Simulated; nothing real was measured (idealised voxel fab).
process module | voxel self aligned contacts
cross-section cut | 250 nm wide | cells 5 nm
A cross-section is a grid of square cells, given in bands from the top down. A band is one or more rows of cells.
Each band's line starts with the height of the band's top and of its bottom, in nm. Then come its materials from left to right, each with its width in nm. One material with "throughout" fills the band from edge to edge. "air" is empty space.
Height 0 is the level under which the wafer as received is all one material. The lowest band goes on downwards, as in "0 down".
A width such as "30 to 40" changes by the same amount from each row of cells to the next, from the band's top row to its bottom row.
"no change" after a step means that no cell of the cross-section changed.
closed voids: empty space of 8 cells or more with no open way to the top, each as width x height at its distance from the left edge, in nm
after a step's settings: what the simulator itself notes on the step
overlay nm, on a step with a mask: how far to the right of its planned place the mask lay; to the left if negative
plan
1 op RECEIVE | material Si
2 op OXIDIZE | depth nm 5
3 op DIRECTIONAL_DEP | material polySi | thk nm 20
4 op DIRECTIONAL_DEP | material SiN | thk nm 20
5 op MASKED_ETCH | tone cover | mask id GATE | width nm 35 | pitch nm 60 | etch materials SiN | depth nm 20 | overlay nm 0
6 op MASKED_ETCH | tone cover | mask id GATE | width nm 35 | pitch nm 60 | etch materials polySi | depth nm 20 | overlay nm 0
7 op CONFORMAL_DEP | material SiN | thk nm 5
8 op DIRECTIONAL_ETCH | etch materials SiN | depth nm 5
9 op FILL_DEP | material SiO2 | thk nm 20
10 op CMP | height nm 50
11 op PATTERN | tone open | mask id CONTACT | material resist | width nm 45 | thk nm 15 | overlay nm 0
12 op DIRECTIONAL_ETCH | etch materials SiO2 | depth nm 55
13 op STRIP | etch materials resist
14 op CONFORMAL_DEP | material TiN | thk nm 5
15 op FILL_DEP | material Ru | thk nm 5
16 op CMP | height nm 50
17 op CONFORMAL_DEP | material SiN | thk nm 5
as received, after step 1
  0 down: Si throughout
  closed voids: none
first wafer at the end, as planned
  55 to 50: SiN throughout
  50 to 40: SiO2 100 | TiN 5 to 20 | Ru 35 to 5 | TiN 5 to 20 | SiO2 105
  40 to 20: SiO2 70 | SiN 45 | TiN 5 | Ru 5 | TiN 5 | SiN 45 | SiO2 75
  20 to 0: SiO2 70 | SiN 5 | polySi 35 | SiN 5 | TiN 5 | Ru 5 | TiN 5 | SiN 5 | polySi 35 | SiN 5 | SiO2 75
  0 to -5: SiO2 115 | TiN 15 | SiO2 120
  -5 down: Si throughout
  closed voids: none
second wafer at the end: like start, like plan, one mistake
  55 to 50: SiN throughout
  50 to 40: SiO2 100 | TiN 5 to 20 | Ru 35 to 5 | TiN 5 to 20 | SiO2 105
  40 to 25: SiO2 70 | SiN 45 | TiN 5 | Ru 5 | TiN 5 | SiN 45 | SiO2 75
  25 to 20: SiO2 70 | SiN 45 | TiN 15 | SiN 45 | SiO2 75
  20 to 0: SiO2 70 | SiN 5 | polySi 45 | SiN 5 | TiN 5 | SiN 5 | polySi 45 | SiN 5 | SiO2 65
  0 to -5: SiO2 125 | TiN 5 | SiO2 120
  -5 down: Si throughout
  closed voids: none
what went wrong: step 6 ran as: op MASKED_ETCH | tone cover | mask id GATE | width nm 35 | pitch nm 60 | etch materials polySi | depth nm 20 | overlay nm 10
at the end the second wafer has, in cells: 5 fewer of Ru | 6 fewer of SiO2 | 5 fewer of TiN | 16 more of polySi
